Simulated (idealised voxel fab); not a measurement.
Presented below is a process module, voxel transistor to metal.
FYI the section here is cut, 165 nm wide, cells are 5 nm squares.
Just so we're on the same page, the cross-sections are grids of square cells, and they're listed out in bands top to bottom, each band one or more rows deep.
First you get the band's top height and its bottom height, in nm, and then the materials it's made of, left to right, with each width in nm. If you see a single material with "edge to edge", that one covers the band edge to edge. "blank" is empty space.
Counting heights begins at 0, where everything beneath is, in the wafer as received, one material. The lowest band has no bottom; it goes on downwards, as "0 down" shows.
The notation "30 to 40" denotes a width that varies across the rows of cells in the band, beginning at the first number in the top row, finishing at the second number in the bottom row, and changing by an identical amount from each row to the next.
Reading "no change" for a step: not a cell of the cross-section changed in it.
What "Closed void inventory" gives you is every empty space of 8 cells or more that is cut off from the top. Each appears as width x height at distance, with the distance taken from the left edge and width, height and distance all in nm.
Text after the settings on a step's line: the simulator's own remark on that step.
A step line may carry the setting "overlay nm", which, for steps involving a mask, states the distance by which the mask lay to the right of its intended position; negative values denote displacement to the left.
THE FOLLOWING LIST GIVES THE PLANNED PROCESS STEPS
1 RECEIVE (material Si)
2 OXIDIZE (depth nm 5)
3 CONFORMAL_DEP (material SiN; thk nm 10)
4 MASKED_ETCH (tone cover; mask id ACTIVE; width nm 110; etch materials SiN; depth nm 10; overlay nm 0)
5 MASKED_ETCH (tone cover; mask id ACTIVE; width nm 110; etch materials SiO2; depth nm 5; overlay nm 0)
6 MASKED_ETCH (tone cover; mask id ACTIVE; width nm 110; etch materials Si; depth nm 25; overlay nm 0)
7 OXIDIZE (depth nm 5)
8 FILL_DEP (material SiO2; thk nm 15)
9 CMP (height nm 10)
10 SELECTIVE_ETCH (etch materials SiO2; depth nm 5)
11 STRIP (etch materials SiN)
12 SELECTIVE_ETCH (etch materials SiO2; depth nm 5)
13 OXIDIZE (depth nm 5)
14 DIRECTIONAL_DEP (material polySi; thk nm 30)
15 DIRECTIONAL_DEP (material SiCN; thk nm 15)
16 PATTERN (tone cover; mask id GATE; material resist; width nm 30; thk nm 15; overlay nm 0)
17 DIRECTIONAL_ETCH (etch materials SiCN; depth nm 25)
18 DIRECTIONAL_ETCH (etch materials polySi; depth nm 40)
19 STRIP (etch materials resist)
20 CONFORMAL_DEP (material SiO2; thk nm 5)
21 DIRECTIONAL_ETCH (etch materials SiO2; depth nm 5)
22 CONFORMAL_DEP (material SiN; thk nm 10)
23 DIRECTIONAL_ETCH (etch materials SiN; depth nm 10)
24 DIRECTIONAL_ETCH (etch materials SiO2; depth nm 5)
25 DIRECTIONAL_ETCH (etch materials Si; depth nm 5)
26 EPI (material pSi; thk nm 10)
27 FILL_DEP (material SiO2; thk nm 10)
28 CMP (height nm 25)
29 STRIP (etch materials polySi)
30 SELECTIVE_ETCH (etch materials SiO2; depth nm 5)
31 CONFORMAL_DEP (material HfO2; thk nm 5)
32 CONFORMAL_DEP (material TiN; thk nm 5)
33 FILL_DEP (material W; thk nm 5)
34 CMP (height nm 20)
35 DIRECTIONAL_DEP (material SiO2; thk nm 10)
36 PATTERN (tone open; mask id CONTACT; material resist; width nm 15; pitch nm 75; thk nm 20; overlay nm 0)
37 DIRECTIONAL_ETCH (etch materials SiO2; depth nm 30)
38 STRIP (etch materials resist)
39 CONFORMAL_DEP (material TiN; thk nm 5)
40 FILL_DEP (material Ru; thk nm 10)
41 CMP (height nm 30)
42 DIRECTIONAL_DEP (material TiN; thk nm 5)
43 DIRECTIONAL_DEP (material W; thk nm 15)
44 PATTERN (tone cover; mask id METAL_1; material resist; width nm 15; pitch nm 75; thk nm 20; overlay nm 0)
45 DIRECTIONAL_ETCH (etch materials W; depth nm 15)
46 DIRECTIONAL_ETCH (etch materials TiN; depth nm 5)
47 STRIP (etch materials resist)
48 FILL_DEP (material lowk; thk nm 5)
49 CMP (height nm 50)
50 CONFORMAL_DEP (material SiCN; thk nm 5)
STEP 1 COMPLETE: CROSS-SECTION OF THE WAFER AS RECEIVED
	0 down | Si edge to edge
	Closed void inventory: none
CROSS-SECTIONAL VIEW OF THE FIRST OF THE TWO WAFERS UPON COMPLETION OF THE MODULE, PROCESSED IN ACCORDANCE WITH THE PLAN
	55 to 50 | SiCN edge to edge
	50 to 35 | lowk: 35, then W: 15, then lowk: 60, then W: 15, then lowk: 40
	35 to 30 | lowk: 35, then TiN: 15, then lowk: 60, then TiN: 15, then lowk: 40
	30 to 20 | SiO2: 35, then TiN: 5, then Ru: 5, then TiN: 5, then SiO2: 60, then TiN: 5, then Ru: 5, then TiN: 5, then SiO2: 40
	20 to 5 | SiO2: 35, then TiN: 5, then Ru: 5, then TiN: 5, then SiN: 10, then HfO2: 5, then TiN: 5, then W: 20, then TiN: 5, then HfO2: 5, then SiN: 10, then TiN: 5, then Ru: 5, then TiN: 5, then SiO2: 40
	5 to 0 | SiO2: 35, then TiN: 15, then SiN: 10, then HfO2: 5, then TiN: 5, then W: 20, then TiN: 5, then HfO2: 5, then SiN: 10, then TiN: 15, then SiO2: 40
	0 to -5 | SiO2: 25, then SiN: 10, then pSi: 15, then SiN: 10, then HfO2: 5, then TiN: 30, then HfO2: 5, then SiN: 10, then pSi: 15, then SiN: 10, then SiO2: 30
	-5 to -10 | SiO2: 35, then pSi: 15, then SiO2: 10, then HfO2: 40, then SiO2: 10, then pSi: 15, then SiO2: 40
	-10 to -15 | SiO2: 30, then Si: 5, then pSi: 15, then Si: 60, then pSi: 15, then Si: 5, then SiO2: 35
	-15 to -35 | SiO2: 30, then Si: 100, then SiO2: 35
	-35 down | Si edge to edge
	Closed void inventory: none
CROSS-SECTIONAL VIEW OF THE SECOND OF TWO WAFERS UPON COMPLETION OF THE MODULE. THIS WAFER SHARED ITS STARTING CONDITION AND PROCESS PLAN WITH THE FIRST; ONE ERROR WAS MADE DURING ITS EXECUTION
	55 to 50 | SiCN edge to edge
	50 to 35 | W: 35, then lowk: 15, then W: 60, then lowk: 15, then W: 40
	35 to 30 | TiN: 35, then lowk: 15, then TiN: 60, then lowk: 15, then TiN: 40
	30 to 20 | SiO2: 35, then TiN: 5, then Ru: 5, then TiN: 5, then SiO2: 60, then TiN: 5, then Ru: 5, then TiN: 5, then SiO2: 40
	20 to 5 | SiO2: 35, then TiN: 5, then Ru: 5, then TiN: 5, then SiN: 10, then HfO2: 5, then TiN: 5, then W: 20, then TiN: 5, then HfO2: 5, then SiN: 10, then TiN: 5, then Ru: 5, then TiN: 5, then SiO2: 40
	5 to 0 | SiO2: 35, then TiN: 15, then SiN: 10, then HfO2: 5, then TiN: 5, then W: 20, then TiN: 5, then HfO2: 5, then SiN: 10, then TiN: 15, then SiO2: 40
	0 to -5 | SiO2: 25, then SiN: 10, then pSi: 15, then SiN: 10, then HfO2: 5, then TiN: 30, then HfO2: 5, then SiN: 10, then pSi: 15, then SiN: 10, then SiO2: 30
	-5 to -10 | SiO2: 35, then pSi: 15, then SiO2: 10, then HfO2: 40, then SiO2: 10, then pSi: 15, then SiO2: 40
	-10 to -15 | SiO2: 30, then Si: 5, then pSi: 15, then Si: 60, then pSi: 15, then Si: 5, then SiO2: 35
	-15 to -35 | SiO2: 30, then Si: 100, then SiO2: 35
	-35 down | Si edge to edge
	Closed void inventory: none
Deviation noted in wafer processing: step 44 ran as: PATTERN (tone open; mask id METAL_1; material resist; width nm 15; pitch nm 75; thk nm 20; overlay nm 0)
Wafer comparison, final, in cells, second relative to first, materials more or fewer: +21 TiN; +63 W; -84 lowk
